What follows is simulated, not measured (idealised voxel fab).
process module | voxel plated lines
cross-section cut | 265 nm wide | cells 5 nm
A cross-section is a grid of square cells, given in bands from the top down. A band is one or more rows of cells.
Each band's line starts with the height of the band's top and of its bottom, in nm. Then come its materials from left to right, each with its width in nm. One material with "throughout" fills the band from edge to edge. "air" is empty space.
Height 0 is the level under which the wafer as received is all one material. The lowest band goes on downwards, as in "0 down".
A width such as "30 to 40" changes by the same amount from each row of cells to the next, from the band's top row to its bottom row.
"no change" after a step means that no cell of the cross-section changed.
closed voids: empty space of 8 cells or more with no open way to the top, each as width x height at its distance from the left edge, in nm
after a step's settings: what the simulator itself notes on the step
overlay nm, on a step with a mask: how far to the right of its planned place the mask lay; to the left if negative
plan
1 op RECEIVE | material Si
2 op CONFORMAL_DEP | material SiO2 | thk nm 5
3 op DIRECTIONAL_DEP | material TiN | thk nm 5
4 op PATTERN | tone open | mask id LINES | material resist | width nm 25 | pitch nm 55 | thk nm 20 | overlay nm 0
5 op EPI | material Ru | thk nm 10
6 op STRIP | etch materials resist
7 op DIRECTIONAL_ETCH | etch materials TiN | depth nm 5
8 op CONFORMAL_DEP | material SiCN | thk nm 5
first wafer, as planned
as received, after step 1
  0 down: Si throughout
  closed voids: none
after step 2
  5 to 0: SiO2 throughout
  below 0: unchanged
after step 3
  10 to 5: TiN throughout
  below 5: unchanged
after step 4
  30 to 10: resist 65 | air 25 | resist 30 | air 25 | resist 30 | air 25 | resist 65
  below 10: unchanged
after step 5
  30 to 20: resist 65 | air 25 | resist 30 | air 25 | resist 30 | air 25 | resist 65
  20 to 10: resist 65 | Ru 25 | resist 30 | Ru 25 | resist 30 | Ru 25 | resist 65
  below 10: unchanged
after step 6
  20 to 10: air 65 | Ru 25 | air 30 | Ru 25 | air 30 | Ru 25 | air 65
  below 10: unchanged
after step 7
  20 to 10: air 65 | Ru 25 | air 30 | Ru 25 | air 30 | Ru 25 | air 65
  10 to 5: air 65 | TiN 25 | air 30 | TiN 25 | air 30 | TiN 25 | air 65
  below 5: unchanged
after step 8
  25 to 20: air 60 | SiCN 35 | air 20 | SiCN 35 | air 20 | SiCN 35 | air 60
  20 to 10: air 60 | SiCN 5 | Ru 25 | SiCN 5 | air 20 | SiCN 5 | Ru 25 | SiCN 5 | air 20 | SiCN 5 | Ru 25 | SiCN 5 | air 60
  10 to 5: SiCN 65 | TiN 25 | SiCN 30 | TiN 25 | SiCN 30 | TiN 25 | SiCN 65
  below 5: unchanged
second wafer: like start, like plan, one mistake. Through step 1 it matches the first wafer
when step 2 should have ended
  15 to 0: SiO2 throughout
  below 0: unchanged
when step 3 should have ended
  20 to 15: TiN throughout
  below 15: unchanged
when step 4 should have ended
  40 to 20: resist 65 | air 25 | resist 30 | air 25 | resist 30 | air 25 | resist 65
  below 20: unchanged
when step 5 should have ended
  40 to 30: resist 65 | air 25 | resist 30 | air 25 | resist 30 | air 25 | resist 65
  30 to 20: resist 65 | Ru 25 | resist 30 | Ru 25 | resist 30 | Ru 25 | resist 65
  below 20: unchanged
when step 6 should have ended
  30 to 20: air 65 | Ru 25 | air 30 | Ru 25 | air 30 | Ru 25 | air 65
  below 20: unchanged
when step 7 should have ended
  30 to 20: air 65 | Ru 25 | air 30 | Ru 25 | air 30 | Ru 25 | air 65
  20 to 15: air 65 | TiN 25 | air 30 | TiN 25 | air 30 | TiN 25 | air 65
  below 15: unchanged
when step 8 should have ended
  35 to 30: air 60 | SiCN 35 | air 20 | SiCN 35 | air 20 | SiCN 35 | air 60
  30 to 20: air 60 | SiCN 5 | Ru 25 | SiCN 5 | air 20 | SiCN 5 | Ru 25 | SiCN 5 | air 20 | SiCN 5 | Ru 25 | SiCN 5 | air 60
  20 to 15: SiCN 65 | TiN 25 | SiCN 30 | TiN 25 | SiCN 30 | TiN 25 | SiCN 65
  below 15: unchanged
what went wrong: step 2 ran as: op CONFORMAL_DEP | material SiO2 | thk nm 15
at the end the second wafer has, in cells: 106 more of SiO2
